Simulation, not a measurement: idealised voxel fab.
Process module under the name voxel plated lines
The cross-section on display is named cut; it measures 140 nm wide, and its cells are 5 nm squares.
If you're reading a cross-section in this doc, picture square cells in a grid; it comes to you as bands, top ones listed first down to the bottom, and a band can be one or more rows of cells.
Each band's line starts with the height of the band's top and of its bottom, in nm. Then come its materials from left to right, each with its width in nm. One material with "full width" fills the band from edge to edge. "air" is empty space.
Note: height 0 marks the level under which the wafer is uniformly one material as received. Lowest band unbounded below, written "0..down".
You'd read "30 to 40" like this: the band's top row of cells is as wide as the first number, its bottom row is as wide as the second, and going down, every row changes width by the same amount as the row before did.
For the purposes of this document, the phrase "remains unaltered" attached to a step denotes that no cell within the cross-section was modified by that step.
Reported under the label "Trapped voids" are the empty spaces having no open way to the top and comprising 8 cells or more; the notation for each is width x height at distance, in which the distance is measured from the left edge and all three values are in nm.
Step line, after settings: the simulator's comment on this step.
What "overlay nm" on a step's line means: if the step has a mask, that mask lay this far to the right of its planned place, or, when the value is negative, to the left.
Steps in the process plan
1. RECEIVE | material Si
2. CONFORMAL_DEP | material SiN | thk nm 5
3. DIRECTIONAL_DEP | material TiN | thk nm 5
4. PATTERN | tone open | mask id LINES | material resist | width nm 20 | pitch nm 45 | thk nm 20 | overlay nm 0
5. EPI | material Ru | thk nm 10
6. STRIP | etch materials resist
7. DIRECTIONAL_ETCH | etch materials TiN | depth nm 5
8. CONFORMAL_DEP | material SiCN | thk nm 10
Step 1 complete: cross-section of the wafer as received
- 0..down = Si full width
- Trapped voids: none
A wafer at the end: this start, this plan, one mistake
- 30..20 = SiCN full width
- 20..10 = 15 nm Ru, 20 nm SiCN, 25 nm Ru, 20 nm SiCN, 25 nm Ru, 20 nm SiCN, 15 nm Ru
- 10..5 = 15 nm TiN, 20 nm SiCN, 25 nm TiN, 20 nm SiCN, 25 nm TiN, 20 nm SiCN, 15 nm TiN
- 5..0 = SiN full width
- 0..down = Si full width
- Trapped voids: none
What broke from the plan during processing? step 4 off recipe, ran as PATTERN | tone cover | mask id LINES | material resist | width nm 20 | pitch nm 45 | thk nm 20 | overlay nm 0
